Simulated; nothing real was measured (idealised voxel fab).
Process module in this document: voxel ribs on slabs
Square cells of 5 nm make up the cross-section cut, whose width is 210 nm.
A cross-section is written here as square cells arranged in a grid, and it is given in bands from the top down, each band taking up one or more rows of cells.
Per band: top height and bottom height in nm, followed by the left-to-right materials and their widths in nm; "edge to edge" marks a single material spanning edge to edge, "empty" marks empty space.
All heights in this document are referenced to 0, defined as the level beneath which the wafer, as received, consists entirely of one material. The lowest band is not bounded below; it extends indefinitely downward and is written in the form "top 0, no bottom".
Width: "30->40" (first number = top row, second number = bottom row, same change from row to row of cells).
Reading "no alteration" for a step: not a cell of the cross-section changed in it.
"Trapped cavities" lists enclosed empty spaces (at least 8 cells, no open path upward to the top), each as width x height at distance from the left edge, in nm.
The remark found on a step's line after its settings is issued by the simulator itself and pertains to that step.
overlay nm: where the mask lay relative to plan, measured to the right, on steps with a mask; negatives go left.

The steps planned for the process are as follows:
step 1: RECEIVE,material Si
step 2: DIRECTIONAL_DEP,material SiO2,thk nm 20
step 3: DIRECTIONAL_DEP,material SiN,thk nm 20
step 4: PATTERN,tone cover,mask id RIB,material resist,width nm 30,thk nm 20,overlay nm 0
step 5: DIRECTIONAL_ETCH,etch materials SiN,depth nm 15
step 6: STRIP,etch materials resist
step 7: PATTERN,tone cover,mask id SLAB,material resist,width nm 90,thk nm 20,overlay nm 0
step 8: DIRECTIONAL_ETCH,etch materials SiN,depth nm 5
step 9: STRIP,etch materials resist
step 10: FILL_DEP,material SiO2,thk nm 15
step 11: CMP,height nm 50
step 12: DIRECTIONAL_DEP,material W,thk nm 5
step 13: PATTERN,tone cover,mask id HEATER,material resist,width nm 40,thk nm 20,overlay nm -15
step 14: DIRECTIONAL_ETCH,etch materials W,depth nm 5
step 15: STRIP,etch materials resist
step 16: CONFORMAL_DEP,material SiN,thk nm 5
The wafers in this document start out alike and differ in the overlay nm applied at step 13; the plan shows the value used for the first wafer.

Cross-sectional view of the first of several wafers in the as-received condition, corresponding to the state following step 1:
* top 0, no bottom | Si edge to edge
* Trapped cavities: none

First of several wafers: cross-section at the end of the module, after step 16, its last step:
* top 60, bottom 55 | empty=65; SiN=50; empty=95
* top 55, bottom 50 | SiN=70; W=40; SiN=100
* top 50, bottom 40 | SiO2 edge to edge
* top 40, bottom 25 | SiO2=90; SiN=30; SiO2=90
* top 25, bottom 20 | SiO2=60; SiN=90; SiO2=60
* top 20, bottom 0 | SiO2 edge to edge
* top 0, no bottom | Si edge to edge
* Trapped cavities: none

Wafer cross-section (last wafer, module end):
* top 60, bottom 55 | empty=95; SiN=50; empty=65
* top 55, bottom 50 | SiN=100; W=40; SiN=70
* top 50, bottom 40 | SiO2 edge to edge
* top 40, bottom 25 | SiO2=90; SiN=30; SiO2=90
* top 25, bottom 20 | SiO2=60; SiN=90; SiO2=60
* top 20, bottom 0 | SiO2 edge to edge
* top 0, no bottom | Si edge to edge
* Trapped cavities: none

Wafer rows, end of module: cells per material gained (+) or lost (-) since receipt; closed voids last:
overlay nm -15; +80 SiN; +384 SiO2; +8 W; Trapped cavities: none
overlay nm -10; +80 SiN; +384 SiO2; +8 W; Trapped cavities: none
overlay nm -5; +80 SiN; +384 SiO2; +8 W; Trapped cavities: none
overlay nm 0; +80 SiN; +384 SiO2; +8 W; Trapped cavities: none
overlay nm 5; +80 SiN; +384 SiO2; +8 W; Trapped cavities: none
overlay nm 10; +80 SiN; +384 SiO2; +8 W; Trapped cavities: none
overlay nm 15; +80 SiN; +384 SiO2; +8 W; Trapped cavities: none
